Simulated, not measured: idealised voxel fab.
The name of this process module is voxel ribs on slabs.
We display cut, a cross-section 180 nm in width whose square cells are each 5 nm.
Notation: cross-section as square-cell grid; stated in bands, top first, going down; one or more cell rows per band.
Band entry format. Leading values: height of top, height of bottom, nm. Remainder: materials in left-to-right order, each with its width in nm. Special words: "edge to edge" on a single material, which then fills the band edge to edge; "blank", empty space.
Heights from 0 (as-received wafer is one material below). Bottom band endless downward, as "top 0, no bottom".
The notation "30->40" denotes a width that varies across the rows of cells in the band, beginning at the first number in the top row, finishing at the second number in the bottom row, and changing by an identical amount from each row to the next.
Step marked "no change"? Then no cell in the cross-section changed in it.
"Closed internal voids" contains a list of empty spaces, each no smaller than 8 cells and without an open way to the top, written in the form width x height at distance with the distance from the left edge and all three in nm.
Step line, after settings: the simulator's comment on this step.
On any step carrying a mask, the "overlay nm" setting, if present on the step's line, tells how far right of its planned place the mask lay; negative values point to the left.
THE PLANNED PROCESS STEPS ARE ENUMERATED HEREUNDER
- 1: RECEIVE with material Si
- 2: DIRECTIONAL_DEP with material SiO2, thk nm 30
- 3: DIRECTIONAL_DEP with material SiN, thk nm 20
- 4: DIRECTIONAL_DEP with material aC, thk nm 15
- 5: PATTERN with tone cover, mask id RIB, material resist, width nm 25, thk nm 30, overlay nm 0
- 6: DIRECTIONAL_ETCH with etch materials aC, depth nm 15
- 7: STRIP with etch materials resist
- 8: DIRECTIONAL_ETCH with etch materials SiN, depth nm 10
- 9: STRIP with etch materials aC
- 10: DIRECTIONAL_DEP with material aC, thk nm 15
- 11: PATTERN with tone cover, mask id SLAB, material resist, width nm 75, thk nm 30, overlay nm 0
- 12: DIRECTIONAL_ETCH with etch materials aC, depth nm 15
- 13: STRIP with etch materials resist
- 14: DIRECTIONAL_ETCH with etch materials SiN, depth nm 10
- 15: STRIP with etch materials aC
- 16: FILL_DEP with material SiO2, thk nm 25
- 17: CMP with height nm 65
- 18: DIRECTIONAL_DEP with material W, thk nm 5
- 19: PATTERN with tone cover, mask id HEATER, material resist, width nm 35, thk nm 15, overlay nm 0
- 20: DIRECTIONAL_ETCH with etch materials W, depth nm 5
- 21: STRIP with etch materials resist
- 22: CONFORMAL_DEP with material SiO2, thk nm 10
FIRST OF TWO WAFERS: RUN AS PLANNED
CROSS-SECTIONAL VIEW OF THE WAFER IN ITS AS-RECEIVED CONDITION, CORRESPONDING TO THE STATE AFTER STEP 1
- top 0, no bottom = Si edge to edge
- Closed internal voids: none
STEP 2 DONE - WAFER CROSS-SECTION
- top 30, bottom 0 = SiO2 edge to edge
- Nothing below the height 0 has changed.
STEP 3 DONE - WAFER CROSS-SECTION
- top 50, bottom 30 = SiN edge to edge
- Nothing below the height 30 has changed.
STEP 4 DONE - WAFER CROSS-SECTION
- top 65, bottom 50 = aC edge to edge
- Nothing below the height 50 has changed.
STEP 5 DONE - WAFER CROSS-SECTION
- top 95, bottom 65 = 75 blank; 25 resist; 80 blank
- Nothing below the height 65 has changed.
STEP 6 DONE - WAFER CROSS-SECTION
- top 80, bottom 65 = 75 blank; 25 resist; 80 blank
- top 65, bottom 50 = 75 blank; 25 aC; 80 blank
- Nothing below the height 50 has changed.
STEP 7 DONE - WAFER CROSS-SECTION
- top 65, bottom 50 = 75 blank; 25 aC; 80 blank
- Nothing below the height 50 has changed.
STEP 8 DONE - WAFER CROSS-SECTION
- top 65, bottom 50 = 75 blank; 25 aC; 80 blank
- top 50, bottom 40 = 75 blank; 25 SiN; 80 blank
- Nothing below the height 40 has changed.
STEP 9 DONE - WAFER CROSS-SECTION
- top 50, bottom 40 = 75 blank; 25 SiN; 80 blank
- Nothing below the height 40 has changed.
STEP 10 DONE - WAFER CROSS-SECTION
- top 65, bottom 55 = 75 blank; 25 aC; 80 blank
- top 55, bottom 50 = aC edge to edge
- top 50, bottom 40 = 75 aC; 25 SiN; 80 aC
- Nothing below the height 40 has changed.
STEP 11 DONE - WAFER CROSS-SECTION
- top 95, bottom 65 = 50 blank; 75 resist; 55 blank
- top 65, bottom 55 = 50 blank; 25 resist; 25 aC; 25 resist; 55 blank
- Nothing below the height 55 has changed.
STEP 12 DONE - WAFER CROSS-SECTION
- top 80, bottom 65 = 50 blank; 75 resist; 55 blank
- top 65, bottom 55 = 50 blank; 25 resist; 25 aC; 25 resist; 55 blank
- top 55, bottom 50 = 50 blank; 75 aC; 55 blank
- top 50, bottom 40 = 50 blank; 25 aC; 25 SiN; 25 aC; 55 blank
- Nothing below the height 40 has changed.
STEP 13 DONE - WAFER CROSS-SECTION
- top 65, bottom 55 = 75 blank; 25 aC; 80 blank
- Nothing below the height 55 has changed.
STEP 14 DONE - WAFER CROSS-SECTION
- top 65, bottom 55 = 75 blank; 25 aC; 80 blank
- top 55, bottom 50 = 50 blank; 75 aC; 55 blank
- top 50, bottom 40 = 50 blank; 25 aC; 25 SiN; 25 aC; 55 blank
- top 40, bottom 30 = 50 blank; 75 SiN; 55 blank
- Nothing below the height 30 has changed.
STEP 15 DONE - WAFER CROSS-SECTION
- top 50, bottom 40 = 75 blank; 25 SiN; 80 blank
- Nothing below the height 40 has changed.
STEP 16 DONE - WAFER CROSS-SECTION
- top 75, bottom 50 = SiO2 edge to edge
- top 50, bottom 40 = 75 SiO2; 25 SiN; 80 SiO2
- top 40, bottom 30 = 50 SiO2; 75 SiN; 55 SiO2
- Nothing below the height 30 has changed.
STEP 17 DONE - WAFER CROSS-SECTION
- top 65, bottom 50 = SiO2 edge to edge
- Nothing below the height 50 has changed.
STEP 18 DONE - WAFER CROSS-SECTION
- top 70, bottom 65 = W edge to edge
- Nothing below the height 65 has changed.
STEP 19 DONE - WAFER CROSS-SECTION
- top 85, bottom 70 = 70 blank; 35 resist; 75 blank
- Nothing below the height 70 has changed.
STEP 20 DONE - WAFER CROSS-SECTION
- top 85, bottom 70 = 70 blank; 35 resist; 75 blank
- top 70, bottom 65 = 70 blank; 35 W; 75 blank
- Nothing below the height 65 has changed.
STEP 21 DONE - WAFER CROSS-SECTION
- top 70, bottom 65 = 70 blank; 35 W; 75 blank
- Nothing below the height 65 has changed.
STEP 22 DONE - WAFER CROSS-SECTION
- top 80, bottom 75 = 60 blank; 55 SiO2; 65 blank
- top 75, bottom 70 = SiO2 edge to edge
- top 70, bottom 65 = 70 SiO2; 35 W; 75 SiO2
- Nothing below the height 65 has changed.
SECOND WAFER - SHARED START AND PLAN WITH THE FIRST - ONE ERROR IN RUNNING - SAME AS THE FIRST UP TO STEP 1 INCLUSIVE
X-SECTION, SECOND WAFER, WHEN STEP 2 WAS DUE TO FINISH
- top 60, bottom 0 = SiO2 edge to edge
- Nothing below the height 0 has changed.
X-SECTION, SECOND WAFER, WHEN STEP 3 WAS DUE TO FINISH
- top 80, bottom 60 = SiN edge to edge
- Nothing below the height 60 has changed.
X-SECTION, SECOND WAFER, WHEN STEP 4 WAS DUE TO FINISH
- top 95, bottom 80 = aC edge to edge
- Nothing below the height 80 has changed.
X-SECTION, SECOND WAFER, WHEN STEP 5 WAS DUE TO FINISH
- top 125, bottom 95 = 75 blank; 25 resist; 80 blank
- Nothing below the height 95 has changed.
X-SECTION, SECOND WAFER, WHEN STEP 6 WAS DUE TO FINISH
- top 110, bottom 95 = 75 blank; 25 resist; 80 blank
- top 95, bottom 80 = 75 blank; 25 aC; 80 blank
- Nothing below the height 80 has changed.
X-SECTION, SECOND WAFER, WHEN STEP 7 WAS DUE TO FINISH
- top 95, bottom 80 = 75 blank; 25 aC; 80 blank
- Nothing below the height 80 has changed.
X-SECTION, SECOND WAFER, WHEN STEP 8 WAS DUE TO FINISH
- top 95, bottom 80 = 75 blank; 25 aC; 80 blank
- top 80, bottom 70 = 75 blank; 25 SiN; 80 blank
- Nothing below the height 70 has changed.
X-SECTION, SECOND WAFER, WHEN STEP 9 WAS DUE TO FINISH
- top 80, bottom 70 = 75 blank; 25 SiN; 80 blank
- Nothing below the height 70 has changed.
X-SECTION, SECOND WAFER, WHEN STEP 10 WAS DUE TO FINISH
- top 95, bottom 85 = 75 blank; 25 aC; 80 blank
- top 85, bottom 80 = aC edge to edge
- top 80, bottom 70 = 75 aC; 25 SiN; 80 aC
- Nothing below the height 70 has changed.
X-SECTION, SECOND WAFER, WHEN STEP 11 WAS DUE TO FINISH
- top 125, bottom 95 = 50 blank; 75 resist; 55 blank
- top 95, bottom 85 = 50 blank; 25 resist; 25 aC; 25 resist; 55 blank
- Nothing below the height 85 has changed.
X-SECTION, SECOND WAFER, WHEN STEP 12 WAS DUE TO FINISH
- top 110, bottom 95 = 50 blank; 75 resist; 55 blank
- top 95, bottom 85 = 50 blank; 25 resist; 25 aC; 25 resist; 55 blank
- top 85, bottom 80 = 50 blank; 75 aC; 55 blank
- top 80, bottom 70 = 50 blank; 25 aC; 25 SiN; 25 aC; 55 blank
- Nothing below the height 70 has changed.
X-SECTION, SECOND WAFER, WHEN STEP 13 WAS DUE TO FINISH
- top 95, bottom 85 = 75 blank; 25 aC; 80 blank
- Nothing below the height 85 has changed.
X-SECTION, SECOND WAFER, WHEN STEP 14 WAS DUE TO FINISH
- top 95, bottom 85 = 75 blank; 25 aC; 80 blank
- top 85, bottom 80 = 50 blank; 75 aC; 55 blank
- top 80, bottom 70 = 50 blank; 25 aC; 25 SiN; 25 aC; 55 blank
- top 70, bottom 60 = 50 blank; 75 SiN; 55 blank
- Nothing below the height 60 has changed.
X-SECTION, SECOND WAFER, WHEN STEP 15 WAS DUE TO FINISH
- top 80, bottom 70 = 75 blank; 25 SiN; 80 blank
- Nothing below the height 70 has changed.
X-SECTION, SECOND WAFER, WHEN STEP 16 WAS DUE TO FINISH
- top 105, bottom 80 = SiO2 edge to edge
- top 80, bottom 70 = 75 SiO2; 25 SiN; 80 SiO2
- top 70, bottom 60 = 50 SiO2; 75 SiN; 55 SiO2
- Nothing below the height 60 has changed.
X-SECTION, SECOND WAFER, WHEN STEP 17 WAS DUE TO FINISH
- top 65, bottom 60 = 50 SiO2; 75 SiN; 55 SiO2
- Nothing below the height 60 has changed.
X-SECTION, SECOND WAFER, WHEN STEP 18 WAS DUE TO FINISH
- top 70, bottom 65 = W edge to edge
- Nothing below the height 65 has changed.
X-SECTION, SECOND WAFER, WHEN STEP 19 WAS DUE TO FINISH
- top 85, bottom 70 = 70 blank; 35 resist; 75 blank
- Nothing below the height 70 has changed.
X-SECTION, SECOND WAFER, WHEN STEP 20 WAS DUE TO FINISH
- top 85, bottom 70 = 70 blank; 35 resist; 75 blank
- top 70, bottom 65 = 70 blank; 35 W; 75 blank
- Nothing below the height 65 has changed.
X-SECTION, SECOND WAFER, WHEN STEP 21 WAS DUE TO FINISH
- top 70, bottom 65 = 70 blank; 35 W; 75 blank
- Nothing below the height 65 has changed.
X-SECTION, SECOND WAFER, WHEN STEP 22 WAS DUE TO FINISH
- top 80, bottom 75 = 60 blank; 55 SiO2; 65 blank
- top 75, bottom 70 = SiO2 edge to edge
- top 70, bottom 65 = 70 SiO2; 35 W; 75 SiO2
- Nothing below the height 65 has changed.
Against the plan, the run slipped here: step 2 in the plan was executed twice
Final cells, second wafer relative to first, materials higher or lower: 25 fewer of SiN | 25 more of SiO2
